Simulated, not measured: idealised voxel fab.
Process module under the name voxel wiring stack
The cross-section on display is named cut; it measures 220 nm wide, and its cells are 5 nm squares.
Notation: cross-section as square-cell grid; stated in bands, top first, going down; one or more cell rows per band. Top, bottom (nm), then materials left to right with widths (nm); lone material tagged "edge to edge" fills the whole band edge to edge; "empty" = empty space. Heights are measured from 0, the level below which the as-received wafer is all one material; the lowest band has no bottom and continues downward, written as in "from 0 down". Top row gets the first number, bottom row gets the second, and each row in between changes by the same step: that is how a band width like "30 to 40" works. The cross-section has no changed cell in any step marked "nothing was modified". "Sealed voids" enumerates empty spaces isolated from the top, with no open way to it, that contain at least 8 cells, giving each as width x height at distance from the left edge, all three in nm. Step line, after settings: the simulator's comment on this step. Regarding "overlay nm": on a step with a mask, it is the distance the mask lay to the right of its planned place; a negative value places it to the left.

**Intended process steps**
1. RECEIVE,material Si
2. CONFORMAL_DEP,material SiO2,thk nm 15
3. CONFORMAL_DEP,material SiN,thk nm 5
4. DIRECTIONAL_DEP,material SiO2,thk nm 25
5. MASKED_ETCH,tone open,mask id METAL_1,width nm 25,pitch nm 45,etch materials SiO2,depth nm 25,overlay nm 0
6. MASKED_ETCH,tone open,mask id METAL_1,width nm 25,pitch nm 45,etch materials SiN,depth nm 5,overlay nm 0
7. CONFORMAL_DEP,material TiN,thk nm 5
8. FILL_DEP,material Cu,thk nm 10
9. CMP,height nm 45
10. CONFORMAL_DEP,material SiCN,thk nm 5
11. DIRECTIONAL_DEP,material SiO2,thk nm 15
12. MASKED_ETCH,tone open,mask id PLUG_1,width nm 15,pitch nm 45,etch materials SiO2,depth nm 15,overlay nm 0
13. MASKED_ETCH,tone open,mask id PLUG_1,width nm 15,pitch nm 45,etch materials SiCN,depth nm 5,overlay nm 0
14. EPI,material Ru,thk nm 10
15. EPI,material Ru,thk nm 10
16. CONFORMAL_DEP,material SiN,thk nm 5
17. DIRECTIONAL_DEP,material lowk,thk nm 20
18. PATTERN,tone open,mask id METAL_2,material resist,width nm 25,pitch nm 45,thk nm 20,overlay nm -15
19. DIRECTIONAL_ETCH,etch materials lowk,depth nm 20
20. DIRECTIONAL_ETCH,etch materials SiN,depth nm 5
21. STRIP,etch materials resist
22. CONFORMAL_DEP,material TiN,thk nm 5
23. FILL_DEP,material Cu,thk nm 10
24. CMP,height nm 90
25. CONFORMAL_DEP,material SiCN,thk nm 5
26. DIRECTIONAL_DEP,material SiO2,thk nm 30
27. MASKED_ETCH,tone open,mask id METAL_3_HOLES,width nm 15,pitch nm 45,etch materials SiO2,depth nm 30,overlay nm 0
28. MASKED_ETCH,tone open,mask id METAL_3,width nm 25,pitch nm 45,etch materials SiO2,depth nm 20,overlay nm 0
29. MASKED_ETCH,tone open,mask id METAL_3,width nm 25,pitch nm 45,etch materials SiCN,depth nm 5,overlay nm 0
30. CONFORMAL_DEP,material TiN,thk nm 5
31. FILL_DEP,material Cu,thk nm 10
32. CMP,height nm 125
33. CONFORMAL_DEP,material SiCN,thk nm 5
34. DIRECTIONAL_DEP,material lowk,thk nm 25
35. MASKED_ETCH,tone open,mask id METAL_4_HOLES,width nm 15,pitch nm 90,etch materials lowk,depth nm 25,overlay nm 0
36. PATTERN,tone open,mask id METAL_4,material resist,width nm 25,pitch nm 45,thk nm 20,overlay nm 0
37. DIRECTIONAL_ETCH,etch materials lowk,depth nm 15
38. DIRECTIONAL_ETCH,etch materials SiCN,depth nm 5
39. STRIP,etch materials resist
40. CONFORMAL_DEP,material TiN,thk nm 5
41. FILL_DEP,material Cu,thk nm 10
42. CMP,height nm 155
43. CONFORMAL_DEP,material SiCN,thk nm 5
The plan's step 18 overlay nm is the first wafer's value; the wafers differ in this setting and start identical.

**The first of several wafers in cross-section, exactly as it reached us after step 1**
	from 0 down  Si edge to edge
	Sealed voids: none

**Post step 43, the closing step of the module: first of several wafers, cross-sectioned**
	from 160 to 155  SiCN edge to edge
	from 155 to 145  50 nm lowk / 5 nm TiN / 15 nm Cu / 5 nm TiN / 20 nm lowk / 5 nm TiN / 15 nm Cu / 5 nm TiN / 20 nm lowk / 5 nm TiN / 15 nm Cu / 5 nm TiN / 55 nm lowk
	from 145 to 140  50 nm lowk / 5 nm TiN / 5 nm Cu / 15 nm TiN / 20 nm lowk / 25 nm TiN / 20 nm lowk / 5 nm TiN / 5 nm Cu / 15 nm TiN / 55 nm lowk
	from 140 to 130  50 nm lowk / 5 nm TiN / 5 nm Cu / 5 nm TiN / 75 nm lowk / 5 nm TiN / 5 nm Cu / 5 nm TiN / 65 nm lowk
	from 130 to 125  50 nm SiCN / 15 nm TiN / 75 nm SiCN / 15 nm TiN / 65 nm SiCN
	from 125 to 110  50 nm SiO2 / 5 nm TiN / 15 nm Cu / 5 nm TiN / 20 nm SiO2 / 5 nm TiN / 15 nm Cu / 5 nm TiN / 20 nm SiO2 / 5 nm TiN / 15 nm Cu / 5 nm TiN / 55 nm SiO2
	from 110 to 105  50 nm SiO2 / 5 nm TiN / 5 nm Cu / 15 nm TiN / 20 nm SiO2 / 5 nm TiN / 5 nm Cu / 15 nm TiN / 20 nm SiO2 / 5 nm TiN / 5 nm Cu / 15 nm TiN / 55 nm SiO2
	from 105 to 95  50 nm SiO2 / 5 nm TiN / 5 nm Cu / 5 nm TiN / 30 nm SiO2 / 5 nm TiN / 5 nm Cu / 5 nm TiN / 30 nm SiO2 / 5 nm TiN / 5 nm Cu / 5 nm TiN / 65 nm SiO2
	from 95 to 90  50 nm SiCN / 15 nm TiN / 30 nm SiCN / 15 nm TiN / 30 nm SiCN / 15 nm TiN / 65 nm SiCN
	from 90 to 70  35 nm lowk / 5 nm TiN / 15 nm Cu / 5 nm TiN / 20 nm lowk / 5 nm TiN / 15 nm Cu / 5 nm TiN / 20 nm lowk / 5 nm TiN / 15 nm Cu / 5 nm TiN / 70 nm lowk
	from 70 to 65  35 nm SiN / 25 nm TiN / 20 nm SiN / 25 nm TiN / 20 nm SiN / 25 nm TiN / 70 nm SiN
	from 65 to 50  50 nm SiO2 / 15 nm Ru / 30 nm SiO2 / 15 nm Ru / 30 nm SiO2 / 15 nm Ru / 65 nm SiO2
	from 50 to 45  50 nm SiCN / 15 nm Ru / 30 nm SiCN / 15 nm Ru / 30 nm SiCN / 15 nm Ru / 65 nm SiCN
	from 45 to 20  50 nm SiO2 / 5 nm TiN / 15 nm Cu / 5 nm TiN / 20 nm SiO2 / 5 nm TiN / 15 nm Cu / 5 nm TiN / 20 nm SiO2 / 5 nm TiN / 15 nm Cu / 5 nm TiN / 55 nm SiO2
	from 20 to 15  50 nm SiN / 25 nm TiN / 20 nm SiN / 25 nm TiN / 20 nm SiN / 25 nm TiN / 55 nm SiN
	from 15 to 0  SiO2 edge to edge
	from 0 down  Si edge to edge
	Sealed voids: none

**So this is the cross-section on the last wafer at the end of the module**
	from 160 to 155  SiCN edge to edge
	from 155 to 145  50 nm lowk / 5 nm TiN / 15 nm Cu / 5 nm TiN / 20 nm lowk / 5 nm TiN / 15 nm Cu / 5 nm TiN / 20 nm lowk / 5 nm TiN / 15 nm Cu / 5 nm TiN / 55 nm lowk
	from 145 to 140  50 nm lowk / 5 nm TiN / 5 nm Cu / 15 nm TiN / 20 nm lowk / 25 nm TiN / 20 nm lowk / 5 nm TiN / 5 nm Cu / 15 nm TiN / 55 nm lowk
	from 140 to 130  50 nm lowk / 5 nm TiN / 5 nm Cu / 5 nm TiN / 75 nm lowk / 5 nm TiN / 5 nm Cu / 5 nm TiN / 65 nm lowk
	from 130 to 125  50 nm SiCN / 15 nm TiN / 75 nm SiCN / 15 nm TiN / 65 nm SiCN
	from 125 to 110  50 nm SiO2 / 5 nm TiN / 15 nm Cu / 5 nm TiN / 20 nm SiO2 / 5 nm TiN / 15 nm Cu / 5 nm TiN / 20 nm SiO2 / 5 nm TiN / 15 nm Cu / 5 nm TiN / 55 nm SiO2
	from 110 to 105  50 nm SiO2 / 5 nm TiN / 5 nm Cu / 15 nm TiN / 20 nm SiO2 / 5 nm TiN / 5 nm Cu / 15 nm TiN / 20 nm SiO2 / 5 nm TiN / 5 nm Cu / 15 nm TiN / 55 nm SiO2
	from 105 to 95  50 nm SiO2 / 5 nm TiN / 5 nm Cu / 5 nm TiN / 30 nm SiO2 / 5 nm TiN / 5 nm Cu / 5 nm TiN / 30 nm SiO2 / 5 nm TiN / 5 nm Cu / 5 nm TiN / 65 nm SiO2
	from 95 to 90  50 nm SiCN / 15 nm TiN / 30 nm SiCN / 15 nm TiN / 30 nm SiCN / 15 nm TiN / 65 nm SiCN
	from 90 to 70  65 nm lowk / 5 nm TiN / 15 nm Cu / 5 nm TiN / 20 nm lowk / 5 nm TiN / 15 nm Cu / 5 nm TiN / 20 nm lowk / 5 nm TiN / 15 nm Cu / 5 nm TiN / 40 nm lowk
	from 70 to 65  65 nm SiN / 25 nm TiN / 20 nm SiN / 25 nm TiN / 20 nm SiN / 25 nm TiN / 40 nm SiN
	from 65 to 50  50 nm SiO2 / 15 nm Ru / 30 nm SiO2 / 15 nm Ru / 30 nm SiO2 / 15 nm Ru / 65 nm SiO2
	from 50 to 45  50 nm SiCN / 15 nm Ru / 30 nm SiCN / 15 nm Ru / 30 nm SiCN / 15 nm Ru / 65 nm SiCN
	from 45 to 20  50 nm SiO2 / 5 nm TiN / 15 nm Cu / 5 nm TiN / 20 nm SiO2 / 5 nm TiN / 15 nm Cu / 5 nm TiN / 20 nm SiO2 / 5 nm TiN / 15 nm Cu / 5 nm TiN / 55 nm SiO2
	from 20 to 15  50 nm SiN / 25 nm TiN / 20 nm SiN / 25 nm TiN / 20 nm SiN / 25 nm TiN / 55 nm SiN
	from 15 to 0  SiO2 edge to edge
	from 0 down  Si edge to edge
	Sealed voids: none

**What follows is a table in which each wafer occupies a row; for the wafer as it stands at the close of the module, the row states, material by material, how many cells have been gained (+) or lost (-) since receipt, and then gives its closed voids**
overlay nm -15; +141 Cu; +36 Ru; +152 SiCN; +58 SiN; +568 SiO2; +174 TiN; +279 lowk; Sealed voids: none
overlay nm -10; +141 Cu; +36 Ru; +152 SiCN; +58 SiN; +568 SiO2; +174 TiN; +279 lowk; Sealed voids: none
overlay nm -5; +141 Cu; +36 Ru; +152 SiCN; +58 SiN; +568 SiO2; +174 TiN; +279 lowk; Sealed voids: none
overlay nm 0; +141 Cu; +36 Ru; +152 SiCN; +58 SiN; +568 SiO2; +174 TiN; +279 lowk; Sealed voids: none
overlay nm 5; +141 Cu; +36 Ru; +152 SiCN; +58 SiN; +568 SiO2; +174 TiN; +279 lowk; Sealed voids: none
overlay nm 10; +141 Cu; +36 Ru; +152 SiCN; +58 SiN; +568 SiO2; +174 TiN; +279 lowk; Sealed voids: none
overlay nm 15; +141 Cu; +36 Ru; +152 SiCN; +58 SiN; +568 SiO2; +174 TiN; +279 lowk; Sealed voids: none
